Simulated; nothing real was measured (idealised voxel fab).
This is a process module. Its name is voxel released beams.
295 nm wide, 5 nm square cells: that's cross-section cut.
A cross-section is a grid of square cells, given in bands from the top down. A band is one or more rows of cells. Heads up on the band format: heights come first, top then bottom, in nm. After that it's the materials left to right, each with its width in nm. A single material flagged "all across" fills the whole band edge to edge, and "blank" means there's empty space there. Basically, 0 is our baseline, since under it the wafer straight out of the box is all one material. The bottom band has no lower end and keeps on going down, so it looks like "0 down". Think of "30..40" as a width that walks from the first number to the second as you go down the band, top row to bottom row, taking equal-sized steps from row to row. Step note "no modification" = no cross-section cell changed. The label "Sealed void list" introduces a list of the empty spaces, 8 cells or larger, that have no open way up to the top; each entry in it reads width x height at distance, where the distance is taken from the left edge and all three are stated in nm. Anything after a step's settings on that line? It's the simulator's own note about the step. overlay nm: mask right of planned place by this much (step with mask). Neg. = left.
## Intended process steps
1,RECEIVE with material Si
2,CONFORMAL_DEP with material Al2O3, thk nm 10
3,DIRECTIONAL_DEP with material SiO2, thk nm 15
4,PATTERN with tone open, mask id ANCHOR, material resist, width nm 35, thk nm 20, overlay nm 0
5,DIRECTIONAL_ETCH with etch materials SiO2, depth nm 15
6,STRIP with etch materials resist
7,CONFORMAL_DEP with material SiN, thk nm 15
8,DIRECTIONAL_DEP with material aC, thk nm 15
9,PATTERN with tone cover, mask id BEAM, material resist, width nm 115, thk nm 30, overlay nm 0
10,DIRECTIONAL_ETCH with etch materials aC, depth nm 15
11,STRIP with etch materials resist
12,DIRECTIONAL_ETCH with etch materials SiN, depth nm 15
13,STRIP with etch materials aC
14,STRIP with etch materials SiO2
## Cross-sectional view of the wafer in its as-received condition, corresponding to the state after step 1
  0 down | Si all across
  Sealed void list: none
## First of two wafers: cross-section at end of module, run per plan
  40 to 25 | 85 blank, 20 SiN, 5 blank, 90 SiN, 95 blank
  25 to 10 | 90 blank, 35 SiN, 170 blank
  10 to 0 | Al2O3 all across
  0 down | Si all across
  Sealed void list: none
## Second wafer of the two, sectioned at the end of the module. It began like the first and followed the same plan, but one mistake was made while running it
  30 to 15 | 85 blank, 20 SiN, 5 blank, 90 SiN, 95 blank
  15 to 0 | 90 blank, 35 SiN, 170 blank
  0 down | Si all across
  Sealed void list: none
Deviation from plan: plan step 2 skipped
Heads up, by the end the second wafer has more or fewer cells of some materials compared to the first: -118 Al2O3
